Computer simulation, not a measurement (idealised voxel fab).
Process module heading - voxel wiring stack
We display cut, a cross-section 180 nm in width whose square cells are each 5 nm.
In what follows, cross-sections appear as grids of square cells, described through bands that run from the top down, where every band is one or more rows of cells.
Top height, bottom height, nm. Materials left to right, width each, nm. Single material + "throughout" = fills band edge to edge. "blank" = empty.
We count height from 0. Below that, the starting wafer is all one material. The lowest band never ends at the bottom but goes on down; see "0 nm and below" for how that is written.
So if you see something like "30->40" for the width, read it as the top row of the band sitting at the first number and the bottom row at the second, with every row in between moving by the same amount as the last.
Where the words "no change" appear for a step, the cross-section shows no cell changed by that step; every cell remained as before.
Look at "Enclosed void catalog" for the closed voids: empty spaces with no open path to the top, sized 8 cells or up. Each is width x height at distance, distance from the left edge, all nm.
Where a step's line continues beyond its settings, the continuation is a remark by the simulator itself on that step.
Regarding "overlay nm": on a step with a mask, it is the distance the mask lay to the right of its planned place; a negative value places it to the left.

The planned process steps are enumerated hereunder
- 1: op RECEIVE | material Si
- 2: op CONFORMAL_DEP | material SiO2 | thk nm 15
- 3: op DIRECTIONAL_DEP | material TiN | thk nm 5
- 4: op DIRECTIONAL_DEP | material W | thk nm 20
- 5: op DIRECTIONAL_DEP | material aC | thk nm 15
- 6: op PATTERN | tone cover | mask id METAL_1 | material resist | width nm 30 | pitch nm 50 | thk nm 30 | overlay nm 0
- 7: op DIRECTIONAL_ETCH | etch materials aC | depth nm 15
- 8: op STRIP | etch materials resist
- 9: op DIRECTIONAL_ETCH | etch materials W | depth nm 20
- 10: op DIRECTIONAL_ETCH | etch materials TiN | depth nm 5
- 11: op STRIP | etch materials aC
- 12: op CONFORMAL_DEP | material SiCN | thk nm 5
- 13: op FILL_DEP | material lowk | thk nm 10
- 14: op CMP | height nm 40
- 15: op CONFORMAL_DEP | material SiCN | thk nm 5
- 16: op DIRECTIONAL_DEP | material lowk | thk nm 30
- 17: op DIRECTIONAL_DEP | material aC | thk nm 15
- 18: op PATTERN | tone open | mask id METAL_2_HOLES | material resist | width nm 15 | pitch nm 50 | thk nm 35 | overlay nm 0
- 19: op DIRECTIONAL_ETCH | etch materials aC | depth nm 15
- 20: op STRIP | etch materials resist
- 21: op DIRECTIONAL_ETCH | etch materials lowk | depth nm 30
- 22: op STRIP | etch materials aC
- 23: op MASKED_ETCH | tone open | mask id METAL_2 | width nm 30 | pitch nm 50 | etch materials lowk | depth nm 15 | overlay nm 0
- 24: op MASKED_ETCH | tone open | mask id METAL_2 | width nm 30 | pitch nm 50 | etch materials SiCN | depth nm 5 | overlay nm 0
- 25: op CONFORMAL_DEP | material TiN | thk nm 5
- 26: op FILL_DEP | material Cu | thk nm 5
- 27: op CMP | height nm 75
- 28: op CONFORMAL_DEP | material SiCN | thk nm 5
- 29: op DIRECTIONAL_DEP | material SiO2 | thk nm 20
- 30: op DIRECTIONAL_DEP | material aC | thk nm 15
- 31: op PATTERN | tone open | mask id PLUG_2 | material resist | width nm 15 | pitch nm 100 | thk nm 30 | overlay nm 0
- 32: op DIRECTIONAL_ETCH | etch materials aC | depth nm 15
- 33: op STRIP | etch materials resist
- 34: op DIRECTIONAL_ETCH | etch materials SiO2 | depth nm 20
- 35: op DIRECTIONAL_ETCH | etch materials SiCN | depth nm 5
- 36: op STRIP | etch materials aC
- 37: op CONFORMAL_DEP | material TiN | thk nm 5
- 38: op FILL_DEP | material W | thk nm 10
- 39: op CMP | height nm 100
- 40: op CONFORMAL_DEP | material SiN | thk nm 5
- 41: op DIRECTIONAL_DEP | material SiO2 | thk nm 25
- 42: op DIRECTIONAL_DEP | material aC | thk nm 10
- 43: op PATTERN | tone open | mask id METAL_3 | material resist | width nm 30 | pitch nm 50 | thk nm 25 | overlay nm 0
- 44: op DIRECTIONAL_ETCH | etch materials aC | depth nm 10
- 45: op STRIP | etch materials resist
- 46: op DIRECTIONAL_ETCH | etch materials SiO2 | depth nm 25
- 47: op DIRECTIONAL_ETCH | etch materials SiN | depth nm 5
- 48: op STRIP | etch materials aC
- 49: op CONFORMAL_DEP | material TiN | thk nm 5
- 50: op FILL_DEP | material Cu | thk nm 5
- 51: op CMP | height nm 130
- 52: op EPI | material Ru | thk nm 5
- 53: op FILL_DEP | material SiCN | thk nm 5
- 54: op DIRECTIONAL_DEP | material SiO2 | thk nm 15
- 55: op MASKED_ETCH | tone open | mask id PLUG_3 | width nm 15 | pitch nm 50 | etch materials SiO2 | depth nm 15 | overlay nm 0
- 56: op MASKED_ETCH | tone open | mask id PLUG_3 | width nm 15 | pitch nm 50 | etch materials SiCN | depth nm 5 | overlay nm 0
- 57: op CONFORMAL_DEP | material TiN | thk nm 5
- 58: op FILL_DEP | material Cu | thk nm 10
- 59: op CMP | height nm 155
- 60: op CONFORMAL_DEP | material SiN | thk nm 5
- 61: op DIRECTIONAL_DEP | material lowk | thk nm 20
- 62: op PATTERN | tone open | mask id METAL_4 | material resist | width nm 30 | pitch nm 50 | thk nm 15 | overlay nm 0
- 63: op DIRECTIONAL_ETCH | etch materials lowk | depth nm 20
- 64: op DIRECTIONAL_ETCH | etch materials SiN | depth nm 5
- 65: op STRIP | etch materials resist
- 66: op CONFORMAL_DEP | material TiN | thk nm 5
- 67: op FILL_DEP | material W | thk nm 10
- 68: op CMP | height nm 180
- 69: op CONFORMAL_DEP | material SiCN | thk nm 5
All wafers enter the flow in the same state. The width nm at step 31 differs from wafer to wafer, and the plan gives the value for the first wafer.

Cross-section, first of several wafers, as delivered after step 1
0 nm and below | Si throughout
Enclosed void catalog: none

The cross-section of the first of several wafers is given below for the end of the module, after its final step, step 69
185 nm to 180 nm | SiCN throughout
180 nm to 160 nm | lowk 25 nm; TiN 5 nm; W 20 nm; TiN 5 nm; lowk 20 nm; TiN 5 nm; W 20 nm; TiN 5 nm; lowk 20 nm; TiN 5 nm; W 20 nm; TiN 5 nm; lowk 25 nm
160 nm to 155 nm | SiN 25 nm; TiN 30 nm; SiN 20 nm; TiN 30 nm; SiN 20 nm; TiN 30 nm; SiN 25 nm
155 nm to 140 nm | SiO2 25 nm; TiN 5 nm; Cu 5 nm; TiN 5 nm; SiO2 35 nm; TiN 5 nm; Cu 5 nm; TiN 5 nm; SiO2 35 nm; TiN 5 nm; Cu 5 nm; TiN 5 nm; SiO2 40 nm
140 nm to 135 nm | SiCN 25 nm; TiN 15 nm; SiCN 35 nm; TiN 15 nm; SiCN 35 nm; TiN 15 nm; SiCN 40 nm
135 nm to 130 nm | SiCN 20 nm; Ru 40 nm; SiCN 10 nm; Ru 40 nm; SiCN 10 nm; Ru 40 nm; SiCN 20 nm
130 nm to 105 nm | SiO2 25 nm; TiN 5 nm; Cu 20 nm; TiN 5 nm; SiO2 20 nm; TiN 5 nm; Cu 20 nm; TiN 5 nm; SiO2 20 nm; TiN 5 nm; Cu 20 nm; TiN 5 nm; SiO2 25 nm
105 nm to 100 nm | SiN 25 nm; TiN 30 nm; SiN 20 nm; TiN 30 nm; SiN 20 nm; TiN 30 nm; SiN 25 nm
100 nm to 80 nm | SiO2 25 nm; TiN 5 nm; W 5 nm; TiN 5 nm; SiO2 85 nm; TiN 5 nm; W 5 nm; TiN 5 nm; SiO2 40 nm
80 nm to 75 nm | SiCN 25 nm; TiN 15 nm; SiCN 85 nm; TiN 15 nm; SiCN 40 nm
75 nm to 65 nm | lowk 25 nm; TiN 5 nm; Cu 20 nm; TiN 5 nm; lowk 20 nm; TiN 5 nm; Cu 20 nm; TiN 5 nm; lowk 20 nm; TiN 5 nm; Cu 20 nm; TiN 5 nm; lowk 25 nm
65 nm to 60 nm | lowk 25 nm; TiN 5 nm; Cu 5 nm; TiN 20 nm; lowk 20 nm; TiN 5 nm; Cu 5 nm; TiN 20 nm; lowk 20 nm; TiN 5 nm; Cu 5 nm; TiN 20 nm; lowk 25 nm
60 nm to 45 nm | lowk 25 nm; TiN 5 nm; Cu 5 nm; TiN 5 nm; lowk 35 nm; TiN 5 nm; Cu 5 nm; TiN 5 nm; lowk 35 nm; TiN 5 nm; Cu 5 nm; TiN 5 nm; lowk 40 nm
45 nm to 40 nm | SiCN 25 nm; TiN 15 nm; SiCN 35 nm; TiN 15 nm; SiCN 35 nm; TiN 15 nm; SiCN 40 nm
40 nm to 20 nm | lowk 20 nm; SiCN 5 nm; W 30 nm; SiCN 5 nm; lowk 10 nm; SiCN 5 nm; W 30 nm; SiCN 5 nm; lowk 10 nm; SiCN 5 nm; W 30 nm; SiCN 5 nm; lowk 20 nm
20 nm to 15 nm | SiCN 25 nm; TiN 30 nm; SiCN 20 nm; TiN 30 nm; SiCN 20 nm; TiN 30 nm; SiCN 25 nm
15 nm to 0 nm | SiO2 throughout
0 nm and below | Si throughout
Enclosed void catalog: none

Cross-section, module end, final of several wafers
185 nm to 180 nm | SiCN throughout
180 nm to 160 nm | lowk 25 nm; TiN 5 nm; W 20 nm; TiN 5 nm; lowk 20 nm; TiN 5 nm; W 20 nm; TiN 5 nm; lowk 20 nm; TiN 5 nm; W 20 nm; TiN 5 nm; lowk 25 nm
160 nm to 155 nm | SiN 25 nm; TiN 30 nm; SiN 20 nm; TiN 30 nm; SiN 20 nm; TiN 30 nm; SiN 25 nm
155 nm to 140 nm | SiO2 25 nm; TiN 5 nm; Cu 5 nm; TiN 5 nm; SiO2 35 nm; TiN 5 nm; Cu 5 nm; TiN 5 nm; SiO2 35 nm; TiN 5 nm; Cu 5 nm; TiN 5 nm; SiO2 40 nm
140 nm to 135 nm | SiCN 25 nm; TiN 15 nm; SiCN 35 nm; TiN 15 nm; SiCN 35 nm; TiN 15 nm; SiCN 40 nm
135 nm to 130 nm | SiCN 20 nm; Ru 40 nm; SiCN 10 nm; Ru 40 nm; SiCN 10 nm; Ru 40 nm; SiCN 20 nm
130 nm to 105 nm | SiO2 25 nm; TiN 5 nm; Cu 20 nm; TiN 5 nm; SiO2 20 nm; TiN 5 nm; Cu 20 nm; TiN 5 nm; SiO2 20 nm; TiN 5 nm; Cu 20 nm; TiN 5 nm; SiO2 25 nm
105 nm to 100 nm | SiN 25 nm; TiN 30 nm; SiN 20 nm; TiN 30 nm; SiN 20 nm; TiN 30 nm; SiN 25 nm
100 nm to 80 nm | SiO2 20 nm; TiN 5 nm; W 20 nm; TiN 5 nm; SiO2 70 nm; TiN 5 nm; W 20 nm; TiN 5 nm; SiO2 30 nm
80 nm to 75 nm | SiCN 20 nm; TiN 30 nm; SiCN 70 nm; TiN 30 nm; SiCN 30 nm
75 nm to 65 nm | lowk 25 nm; TiN 5 nm; Cu 20 nm; TiN 5 nm; lowk 20 nm; TiN 5 nm; Cu 20 nm; TiN 5 nm; lowk 20 nm; TiN 5 nm; Cu 20 nm; TiN 5 nm; lowk 25 nm
65 nm to 60 nm | lowk 25 nm; TiN 5 nm; Cu 5 nm; TiN 20 nm; lowk 20 nm; TiN 5 nm; Cu 5 nm; TiN 20 nm; lowk 20 nm; TiN 5 nm; Cu 5 nm; TiN 20 nm; lowk 25 nm
60 nm to 45 nm | lowk 25 nm; TiN 5 nm; Cu 5 nm; TiN 5 nm; lowk 35 nm; TiN 5 nm; Cu 5 nm; TiN 5 nm; lowk 35 nm; TiN 5 nm; Cu 5 nm; TiN 5 nm; lowk 40 nm
45 nm to 40 nm | SiCN 25 nm; TiN 15 nm; SiCN 35 nm; TiN 15 nm; SiCN 35 nm; TiN 15 nm; SiCN 40 nm
40 nm to 20 nm | lowk 20 nm; SiCN 5 nm; W 30 nm; SiCN 5 nm; lowk 10 nm; SiCN 5 nm; W 30 nm; SiCN 5 nm; lowk 10 nm; SiCN 5 nm; W 30 nm; SiCN 5 nm; lowk 20 nm
20 nm to 15 nm | SiCN 25 nm; TiN 30 nm; SiCN 20 nm; TiN 30 nm; SiCN 20 nm; TiN 30 nm; SiCN 25 nm
15 nm to 0 nm | SiO2 throughout
0 nm and below | Si throughout
Enclosed void catalog: none

Below, a row for every wafer. Read it as the end-of-module picture: for each material the wafer shows its cells gained (+) or lost (-) since it was received, and then its closed voids
width nm 15, +105 Cu, +24 Ru, +174 SiCN, +36 SiN, +399 SiO2, +211 TiN, +128 W, +255 lowk, Enclosed void catalog: none
width nm 20, +105 Cu, +24 Ru, +172 SiCN, +36 SiN, +391 SiO2, +213 TiN, +136 W, +255 lowk, Enclosed void catalog: none
width nm 25, +105 Cu, +24 Ru, +170 SiCN, +36 SiN, +383 SiO2, +215 TiN, +144 W, +255 lowk, Enclosed void catalog: none
width nm 30, +105 Cu, +24 Ru, +168 SiCN, +36 SiN, +375 SiO2, +217 TiN, +152 W, +255 lowk, Enclosed void catalog: none
